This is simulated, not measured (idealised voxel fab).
Name of the process module below: voxel local oxidation
It is cross-section cut that appears here, measuring 245 nm in width, its square cells being 5 nm in size.
Cross-section spec: square-cell grid; bands listed top down; each band is one or more rows. Band: top height; bottom height; in nm. Then, left to right: material with width in nm, for each material. "full width": a single material spanning edge to edge. "blank": empty space. Below 0: as-received wafer, all one material; heights counted from there. Lowest band: no bottom, goes on down, written "top 0, no bottom". The two numbers in a width such as "30 to 40" mark its ends across the band: the first belongs to the top row of cells, the second to the bottom row, and from each row to the next the width moves by the same amount. "remained the same" -> step changed no cross-section cell. Entry "Closed void listing". Content: empty spaces with no open connection to the top, size 8 cells or greater. Each: width x height at distance. Distance: from left edge. Unit: nm. Post-settings text on a step line: simulator's own remark regarding the step. When a step includes a mask, the "overlay nm" setting on its line states how far to the right of its planned place that mask lay, and negative values state how far to the left.

[The steps planned for the process are as follows]
step 1: op RECEIVE | material Si
step 2: op OXIDIZE | depth nm 5
step 3: op CONFORMAL_DEP | material SiN | thk nm 15
step 4: op MASKED_ETCH | tone cover | mask id ACTIVE | width nm 125 | etch materials SiN | depth nm 15 | overlay nm 0
step 5: op SELECTIVE_ETCH | etch materials SiO2 | depth nm 5
step 6: op OXIDIZE | depth nm 10
step 7: op STRIP | etch materials SiN

[On the first of the two wafers: run conducted according to plan]

[Wafer at receipt (post step 1), cross-section]
    top 0, no bottom  Si full width
    Closed void listing: none

[Presented here is a cross-section of the wafer after step 2 has been performed]
    top 0, bottom -5  SiO2 full width
    Below a height of -5, the structure has not been altered.

[Presented here is a cross-section of the wafer after step 3 has been performed]
    top 15, bottom 0  SiN full width
    Below a height of 0, the structure has not been altered.

[Presented here is a cross-section of the wafer after step 4 has been performed]
    top 15, bottom 0  60 nm blank  125 nm SiN  60 nm blank
    Below a height of 0, the structure has not been altered.

[Presented here is a cross-section of the wafer after step 5 has been performed]
    top 15, bottom 0  60 nm blank  125 nm SiN  60 nm blank
    top 0, bottom -5  65 nm blank  115 nm SiO2  65 nm blank
    Below a height of -5, the structure has not been altered.

[Presented here is a cross-section of the wafer after step 6 has been performed]
    top 15, bottom 0  60 nm blank  125 nm SiN  60 nm blank
    top 0, bottom -5  65 nm blank  115 nm SiO2  65 nm blank
    top -5, bottom -15  75 nm SiO2  95 nm Si  75 nm SiO2
    Below a height of -15, the structure has not been altered.

[Presented here is a cross-section of the wafer after step 7 has been performed]
    top 0, bottom -5  65 nm blank  115 nm SiO2  65 nm blank
    Below a height of -5, the structure has not been altered.

[Wafer two of the pair: same origin, same plan, one error during the run; identical to wafer one up to and including step 3]

[Cross-section of the second wafer at the time by which step 4 should have been completed according to the plan]
    top 15, bottom 0  50 nm blank  125 nm SiN  70 nm blank
    Below a height of 0, the structure has not been altered.

[Cross-section of the second wafer at the time by which step 5 should have been completed according to the plan]
    top 15, bottom 0  50 nm blank  125 nm SiN  70 nm blank
    top 0, bottom -5  55 nm blank  115 nm SiO2  75 nm blank
    Below a height of -5, the structure has not been altered.

[Cross-section of the second wafer at the time by which step 6 should have been completed according to the plan]
    top 15, bottom 0  50 nm blank  125 nm SiN  70 nm blank
    top 0, bottom -5  55 nm blank  115 nm SiO2  75 nm blank
    top -5, bottom -15  65 nm SiO2  95 nm Si  85 nm SiO2
    Below a height of -15, the structure has not been altered.

[Cross-section of the second wafer at the time by which step 7 should have been completed according to the plan]
    top 0, bottom -5  55 nm blank  115 nm SiO2  75 nm blank
    Below a height of -5, the structure has not been altered.
Processing error: step 4 ran as: op MASKED_ETCH | tone cover | mask id ACTIVE | width nm 125 | etch materials SiN | depth nm 15 | overlay nm -10
So at the finish, the second wafer's got exactly as many cells of each material as the first, just not in the same spots.
